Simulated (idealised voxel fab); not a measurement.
process module | voxel capacitor over wiring
cross-section cut | 230 nm wide | cells 5 nm
A cross-section is a grid of square cells, given in bands from the top down. A band is one or more rows of cells.
Each band's line starts with the height of the band's top and of its bottom, in nm. Then come its materials from left to right, each with its width in nm. One material with "throughout" fills the band from edge to edge. "air" is empty space.
Height 0 is the level under which the wafer as received is all one material. The lowest band goes on downwards, as in "0 down".
A width such as "30 to 40" changes by the same amount from each row of cells to the next, from the band's top row to its bottom row.
"no change" after a step means that no cell of the cross-section changed.
closed voids: empty space of 8 cells or more with no open way to the top, each as width x height at its distance from the left edge, in nm
after a step's settings: what the simulator itself notes on the step
overlay nm, on a step with a mask: how far to the right of its planned place the mask lay; to the left if negative
plan
1 op RECEIVE | material Si
2 op CONFORMAL_DEP | material SiO2 | thk nm 15
3 op DIRECTIONAL_DEP | material TiN | thk nm 5
4 op DIRECTIONAL_DEP | material Ru | thk nm 15
5 op MASKED_ETCH | tone cover | mask id METAL_1 | width nm 25 | pitch nm 80 | etch materials Ru | depth nm 15 | overlay nm 0
6 op MASKED_ETCH | tone cover | mask id METAL_1 | width nm 25 | pitch nm 80 | etch materials TiN | depth nm 5 | overlay nm 0
7 op FILL_DEP | material SiO2 | thk nm 5
8 op CMP | height nm 35
9 op CONFORMAL_DEP | material SiCN | thk nm 5
10 op DIRECTIONAL_DEP | material SiO2 | thk nm 20
11 op PATTERN | tone open | mask id PLUG_1 | material resist | width nm 15 | thk nm 20 | overlay nm 0
12 op DIRECTIONAL_ETCH | etch materials SiO2 | depth nm 20
13 op DIRECTIONAL_ETCH | etch materials SiCN | depth nm 5
14 op STRIP | etch materials resist
15 op CONFORMAL_DEP | material TiN | thk nm 5
16 op FILL_DEP | material Cu | thk nm 5
17 op CMP | height nm 60
18 op DIRECTIONAL_DEP | material TiN | thk nm 5
19 op DIRECTIONAL_DEP | material SiN | thk nm 5
20 op DIRECTIONAL_DEP | material TiN | thk nm 10
21 op PATTERN | tone cover | mask id UPPER_PLATE | material resist | width nm 60 | thk nm 20 | overlay nm 0
22 op DIRECTIONAL_ETCH | etch materials TiN | depth nm 10
23 op DIRECTIONAL_ETCH | etch materials SiN | depth nm 5
24 op STRIP | etch materials resist
25 op DIRECTIONAL_DEP | material aC | thk nm 15
26 op PATTERN | tone cover | mask id LOWER_PLATE | material resist | width nm 70 | thk nm 30 | overlay nm 0
27 op DIRECTIONAL_ETCH | etch materials aC | depth nm 15
28 op STRIP | etch materials resist
29 op DIRECTIONAL_ETCH | etch materials TiN | depth nm 5
30 op STRIP | etch materials aC
31 op FILL_DEP | material SiO2 | thk nm 15
32 op CMP | height nm 90
33 op DIRECTIONAL_DEP | material aC | thk nm 10
34 op PATTERN | tone open | mask id PLUG_2 | material resist | width nm 15 | thk nm 30 | overlay nm 0
35 op DIRECTIONAL_ETCH | etch materials aC | depth nm 10
36 op STRIP | etch materials resist
37 op DIRECTIONAL_ETCH | etch materials SiO2 | depth nm 10
38 op STRIP | etch materials aC
39 op CONFORMAL_DEP | material TiN | thk nm 5
40 op FILL_DEP | material Ru | thk nm 5
41 op CMP | height nm 90
42 op CONFORMAL_DEP | material SiCN | thk nm 5
as received, after step 1
  0 down: Si throughout
  closed voids: none
a wafer at the end: this start, this plan, one mistake
  95 to 90: SiCN throughout
  90 to 85: SiO2 80 | TiN 5 | Ru 5 | TiN 5 | SiO2 135
  85 to 80: SiO2 80 | TiN 15 | SiO2 135
  80 to 70: SiO2 70 | TiN 60 | SiO2 100
  70 to 65: SiO2 70 | SiN 60 | SiO2 100
  65 to 60: SiO2 65 | TiN 70 | SiO2 95
  60 to 40: SiO2 70 | TiN 5 | Cu 5 | TiN 5 | SiO2 145
  40 to 35: SiCN 70 | TiN 15 | SiCN 145
  35 to 20: SiO2 throughout
  20 to 15: TiN throughout
  15 to 0: SiO2 throughout
  0 down: Si throughout
  closed voids: none
what went wrong: step 4 ran as: op DIRECTIONAL_DEP | material SiO2 | thk nm 15
